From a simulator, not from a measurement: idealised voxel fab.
Name of the process module below: voxel gate over fins
FYI the section here is cut, 245 nm wide, cells are 5 nm squares.
Reading order for cross-sections: top band down to bottom band. Underlying form: a grid of square cells. Band size: one or more rows of cells.
Top height, bottom height, nm. Materials left to right, width each, nm. Single material + "throughout" = fills band edge to edge. "blank" = empty.
Basically, 0 is our baseline, since under it the wafer straight out of the box is all one material. The bottom band has no lower end and keeps on going down, so it looks like "0 nm and below".
Graded width ("30..40"): value in top row of band = first number; value in bottom row = second number; row-to-row change constant.
"nothing altered" for a step: no cell of the cross-section changed in that step.
"Closed internal cavities": sealed empty spaces, 8 cells or more, no open way to top, listed width x height at distance, with distance from the left edge and width, height and distance in nm.
On each step's line, the part that comes after the settings is the simulator's own comment on the step.
overlay nm: mask offset rightward from planned place, masked step; negative means leftward offset.

Intended process steps:
| 1 | RECEIVE | material Si |
| 2 | CONFORMAL_DEP | material SiN | thk nm 10 |
| 3 | DIRECTIONAL_DEP | material aC | thk nm 10 |
| 4 | PATTERN | tone cover | mask id FINS | material resist | width nm 15 | pitch nm 55 | thk nm 30 | overlay nm 0 |
| 5 | DIRECTIONAL_ETCH | etch materials aC | depth nm 10 |
| 6 | STRIP | etch materials resist |
| 7 | DIRECTIONAL_ETCH | etch materials SiN | depth nm 10 |
| 8 | DIRECTIONAL_ETCH | etch materials Si | depth nm 40 |
| 9 | STRIP | etch materials aC |
| 10 | OXIDIZE | depth nm 5 |
| 11 | FILL_DEP | material SiO2 | thk nm 10 |
| 12 | CMP | height nm 10 |
| 13 | PATTERN | tone open | mask id RAIL | material resist | width nm 15 | thk nm 15 | overlay nm 0 |
| 14 | DIRECTIONAL_ETCH | etch materials SiO2 | depth nm 45 |
| 15 | STRIP | etch materials resist |
| 16 | CONFORMAL_DEP | material TiN | thk nm 5 |
| 17 | FILL_DEP | material Ru | thk nm 10 |
| 18 | CMP | height nm 10 |
| 19 | SELECTIVE_ETCH | etch materials W Ru TiN | depth nm 30 |
| 20 | FILL_DEP | material SiO2 | thk nm 5 |
| 21 | CMP | height nm 10 |
| 22 | SELECTIVE_ETCH | etch materials SiO2 | depth nm 20 |
| 23 | STRIP | etch materials SiN |
| 24 | CONFORMAL_DEP | material HfO2 | thk nm 5 |
| 25 | CONFORMAL_DEP | material TiN | thk nm 5 |
| 26 | FILL_DEP | material W | thk nm 15 |
| 27 | CMP | height nm 20 |
| 28 | CONFORMAL_DEP | material SiN | thk nm 5 |

Step 1 complete: cross-section of the wafer as received:
0 nm and below: Si throughout
Closed internal cavities: none

Post-module cross-section: identical start and plan to those above, one misstep in execution:
25 nm to 20 nm: SiN throughout
20 nm to 10 nm: W throughout
10 nm to 5 nm: W 80 nm, TiN 25 nm, W 30 nm, TiN 25 nm, W 85 nm
5 nm to 0 nm: W 80 nm, TiN 5 nm, HfO2 15 nm, TiN 5 nm, W 30 nm, TiN 5 nm, HfO2 15 nm, TiN 5 nm, W 85 nm
0 nm to -10 nm: W 80 nm, TiN 5 nm, HfO2 5 nm, Si 5 nm, HfO2 5 nm, TiN 5 nm, W 30 nm, TiN 5 nm, HfO2 5 nm, Si 5 nm, HfO2 5 nm, TiN 5 nm, W 85 nm
-10 nm to -15 nm: W 80 nm, TiN 5 nm, HfO2 5 nm, Si 5 nm, HfO2 5 nm, TiN 40 nm, HfO2 5 nm, Si 5 nm, HfO2 5 nm, TiN 5 nm, W 85 nm
-15 nm to -20 nm: W 80 nm, TiN 5 nm, HfO2 5 nm, Si 5 nm, HfO2 5 nm, TiN 5 nm, HfO2 25 nm, TiN 10 nm, HfO2 5 nm, Si 5 nm, HfO2 5 nm, TiN 5 nm, W 85 nm
-20 nm to -25 nm: TiN 85 nm, HfO2 5 nm, Si 5 nm, HfO2 5 nm, TiN 5 nm, HfO2 5 nm, TiN 5 nm, Ru 5 nm, TiN 5 nm, HfO2 5 nm, TiN 10 nm, HfO2 5 nm, Si 5 nm, HfO2 5 nm, TiN 90 nm
-25 nm to -30 nm: HfO2 90 nm, Si 5 nm, HfO2 15 nm, TiN 5 nm, Ru 5 nm, TiN 5 nm, HfO2 20 nm, Si 5 nm, HfO2 95 nm
-30 nm to -35 nm: SiO2 90 nm, Si 5 nm, SiO2 15 nm, TiN 15 nm, SiO2 20 nm, Si 5 nm, SiO2 95 nm
-35 nm to -45 nm: SiO2 90 nm, Si 5 nm, SiO2 50 nm, Si 5 nm, SiO2 95 nm
-45 nm and below: Si throughout
Closed internal cavities: none
What was done differently from what was planned? execution of plan step 22 occurred twice
